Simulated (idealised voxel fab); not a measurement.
process module | voxel gate over fins
cross-section cut | 210 nm wide | cells 5 nm
A cross-section is a grid of square cells, given in bands from the top down. A band is one or more rows of cells.
Each band's line starts with the height of the band's top and of its bottom, in nm. Then come its materials from left to right, each with its width in nm. One material with "throughout" fills the band from edge to edge. "air" is empty space.
Height 0 is the level under which the wafer as received is all one material. The lowest band goes on downwards, as in "0 down".
A width such as "30 to 40" changes by the same amount from each row of cells to the next, from the band's top row to its bottom row.
"no change" after a step means that no cell of the cross-section changed.
closed voids: empty space of 8 cells or more with no open way to the top, each as width x height at its distance from the left edge, in nm
after a step's settings: what the simulator itself notes on the step
overlay nm, on a step with a mask: how far to the right of its planned place the mask lay; to the left if negative
plan
1 op RECEIVE | material Si
2 op CONFORMAL_DEP | material SiN | thk nm 10
3 op PATTERN | tone cover | mask id FINS | material resist | width nm 15 | pitch nm 45 | thk nm 15 | overlay nm 0
4 op DIRECTIONAL_ETCH | etch materials SiN | depth nm 10
5 op DIRECTIONAL_ETCH | etch materials Si | depth nm 40
6 op STRIP | etch materials resist
7 op OXIDIZE | depth nm 5
8 op FILL_DEP | material SiO2 | thk nm 5
9 op CMP | height nm 10
10 op SELECTIVE_ETCH | etch materials SiO2 | depth nm 20
11 op STRIP | etch materials SiN
12 op CONFORMAL_DEP | material HfO2 | thk nm 5
13 op CONFORMAL_DEP | material TiN | thk nm 5
14 op FILL_DEP | material W | thk nm 10
15 op CMP | height nm 15
16 op CONFORMAL_DEP | material SiCN | thk nm 10
first wafer, as planned
as received, after step 1
  0 down: Si throughout
  closed voids: none
after step 2
  10 to 0: SiN throughout
  below 0: unchanged
after step 3
  25 to 10: air 50 | resist 15 | air 30 | resist 15 | air 30 | resist 15 | air 55
  below 10: unchanged
after step 4
  25 to 10: air 50 | resist 15 | air 30 | resist 15 | air 30 | resist 15 | air 55
  10 to 0: air 50 | SiN 15 | air 30 | SiN 15 | air 30 | SiN 15 | air 55
  below 0: unchanged
after step 5
  25 to 10: air 50 | resist 15 | air 30 | resist 15 | air 30 | resist 15 | air 55
  10 to 0: air 50 | SiN 15 | air 30 | SiN 15 | air 30 | SiN 15 | air 55
  0 to -40: air 50 | Si 15 | air 30 | Si 15 | air 30 | Si 15 | air 55
  below -40: unchanged
after step 6
  10 to 0: air 50 | SiN 15 | air 30 | SiN 15 | air 30 | SiN 15 | air 55
  below 0: unchanged
after step 7
  10 to 0: air 50 | SiN 15 | air 30 | SiN 15 | air 30 | SiN 15 | air 55
  0 to -40: air 50 | SiO2 5 | Si 5 | SiO2 5 | air 30 | SiO2 5 | Si 5 | SiO2 5 | air 30 | SiO2 5 | Si 5 | SiO2 5 | air 55
  -40 to -45: SiO2 55 | Si 5 | SiO2 40 | Si 5 | SiO2 40 | Si 5 | SiO2 60
  below -45: unchanged
after step 8
  15 to 10: SiO2 throughout
  10 to 0: SiO2 50 | SiN 15 | SiO2 30 | SiN 15 | SiO2 30 | SiN 15 | SiO2 55
  0 to -45: SiO2 55 | Si 5 | SiO2 40 | Si 5 | SiO2 40 | Si 5 | SiO2 60
  below -45: unchanged
after step 9
  10 to 0: SiO2 50 | SiN 15 | SiO2 30 | SiN 15 | SiO2 30 | SiN 15 | SiO2 55
  below 0: unchanged
after step 10
  10 to 0: air 50 | SiN 15 | air 30 | SiN 15 | air 30 | SiN 15 | air 55
  0 to -10: air 55 | Si 5 | air 40 | Si 5 | air 40 | Si 5 | air 60
  below -10: unchanged
after step 11
  0 to -10: air 55 | Si 5 | air 40 | Si 5 | air 40 | Si 5 | air 60
  below -10: unchanged
after step 12
  5 to 0: air 50 | HfO2 15 | air 30 | HfO2 15 | air 30 | HfO2 15 | air 55
  0 to -5: air 50 | HfO2 5 | Si 5 | HfO2 5 | air 30 | HfO2 5 | Si 5 | HfO2 5 | air 30 | HfO2 5 | Si 5 | HfO2 5 | air 55
  -5 to -10: HfO2 55 | Si 5 | HfO2 40 | Si 5 | HfO2 40 | Si 5 | HfO2 60
  below -10: unchanged
after step 13
  10 to 5: air 45 | TiN 25 | air 20 | TiN 25 | air 20 | TiN 25 | air 50
  5 to 0: air 45 | TiN 5 | HfO2 15 | TiN 5 | air 20 | TiN 5 | HfO2 15 | TiN 5 | air 20 | TiN 5 | HfO2 15 | TiN 5 | air 50
  0 to -5: TiN 50 | HfO2 5 | Si 5 | HfO2 5 | TiN 30 | HfO2 5 | Si 5 | HfO2 5 | TiN 30 | HfO2 5 | Si 5 | HfO2 5 | TiN 55
  below -5: unchanged
after step 14
  20 to 10: W throughout
  10 to 5: W 45 | TiN 25 | W 20 | TiN 25 | W 20 | TiN 25 | W 50
  5 to 0: W 45 | TiN 5 | HfO2 15 | TiN 5 | W 20 | TiN 5 | HfO2 15 | TiN 5 | W 20 | TiN 5 | HfO2 15 | TiN 5 | W 50
  below 0: unchanged
after step 15
  15 to 10: W throughout
  below 10: unchanged
after step 16
  25 to 15: SiCN throughout
  below 15: unchanged
second wafer: like start, like plan, one mistake. Through step 2 it matches the first wafer
when step 3 should have ended
  25 to 10: air 45 | resist 15 | air 30 | resist 15 | air 30 | resist 15 | air 60
  below 10: unchanged
when step 4 should have ended
  25 to 10: air 45 | resist 15 | air 30 | resist 15 | air 30 | resist 15 | air 60
  10 to 0: air 45 | SiN 15 | air 30 | SiN 15 | air 30 | SiN 15 | air 60
  below 0: unchanged
when step 5 should have ended
  25 to 10: air 45 | resist 15 | air 30 | resist 15 | air 30 | resist 15 | air 60
  10 to 0: air 45 | SiN 15 | air 30 | SiN 15 | air 30 | SiN 15 | air 60
  0 to -40: air 45 | Si 15 | air 30 | Si 15 | air 30 | Si 15 | air 60
  below -40: unchanged
when step 6 should have ended
  10 to 0: air 45 | SiN 15 | air 30 | SiN 15 | air 30 | SiN 15 | air 60
  below 0: unchanged
when step 7 should have ended
  10 to 0: air 45 | SiN 15 | air 30 | SiN 15 | air 30 | SiN 15 | air 60
  0 to -40: air 45 | SiO2 5 | Si 5 | SiO2 5 | air 30 | SiO2 5 | Si 5 | SiO2 5 | air 30 | SiO2 5 | Si 5 | SiO2 5 | air 60
  -40 to -45: SiO2 50 | Si 5 | SiO2 40 | Si 5 | SiO2 40 | Si 5 | SiO2 65
  below -45: unchanged
when step 8 should have ended
  15 to 10: SiO2 throughout
  10 to 0: SiO2 45 | SiN 15 | SiO2 30 | SiN 15 | SiO2 30 | SiN 15 | SiO2 60
  0 to -45: SiO2 50 | Si 5 | SiO2 40 | Si 5 | SiO2 40 | Si 5 | SiO2 65
  below -45: unchanged
when step 9 should have ended
  10 to 0: SiO2 45 | SiN 15 | SiO2 30 | SiN 15 | SiO2 30 | SiN 15 | SiO2 60
  below 0: unchanged
when step 10 should have ended
  10 to 0: air 45 | SiN 15 | air 30 | SiN 15 | air 30 | SiN 15 | air 60
  0 to -10: air 50 | Si 5 | air 40 | Si 5 | air 40 | Si 5 | air 65
  below -10: unchanged
when step 11 should have ended
  0 to -10: air 50 | Si 5 | air 40 | Si 5 | air 40 | Si 5 | air 65
  below -10: unchanged
when step 12 should have ended
  5 to 0: air 45 | HfO2 15 | air 30 | HfO2 15 | air 30 | HfO2 15 | air 60
  0 to -5: air 45 | HfO2 5 | Si 5 | HfO2 5 | air 30 | HfO2 5 | Si 5 | HfO2 5 | air 30 | HfO2 5 | Si 5 | HfO2 5 | air 60
  -5 to -10: HfO2 50 | Si 5 | HfO2 40 | Si 5 | HfO2 40 | Si 5 | HfO2 65
  below -10: unchanged
when step 13 should have ended
  10 to 5: air 40 | TiN 25 | air 20 | TiN 25 | air 20 | TiN 25 | air 55
  5 to 0: air 40 | TiN 5 | HfO2 15 | TiN 5 | air 20 | TiN 5 | HfO2 15 | TiN 5 | air 20 | TiN 5 | HfO2 15 | TiN 5 | air 55
  0 to -5: TiN 45 | HfO2 5 | Si 5 | HfO2 5 | TiN 30 | HfO2 5 | Si 5 | HfO2 5 | TiN 30 | HfO2 5 | Si 5 | HfO2 5 | TiN 60
  below -5: unchanged
when step 14 should have ended
  20 to 10: W throughout
  10 to 5: W 40 | TiN 25 | W 20 | TiN 25 | W 20 | TiN 25 | W 55
  5 to 0: W 40 | TiN 5 | HfO2 15 | TiN 5 | W 20 | TiN 5 | HfO2 15 | TiN 5 | W 20 | TiN 5 | HfO2 15 | TiN 5 | W 55
  below 0: unchanged
when step 15 should have ended
  15 to 10: W throughout
  below 10: unchanged
when step 16 should have ended
  25 to 15: SiCN throughout
  below 15: unchanged
what went wrong: step 3 ran as: op PATTERN | tone cover | mask id FINS | material resist | width nm 15 | pitch nm 45 | thk nm 15 | overlay nm -5
at the end the second wafer has, in cells: as many of each material as the first, in other places
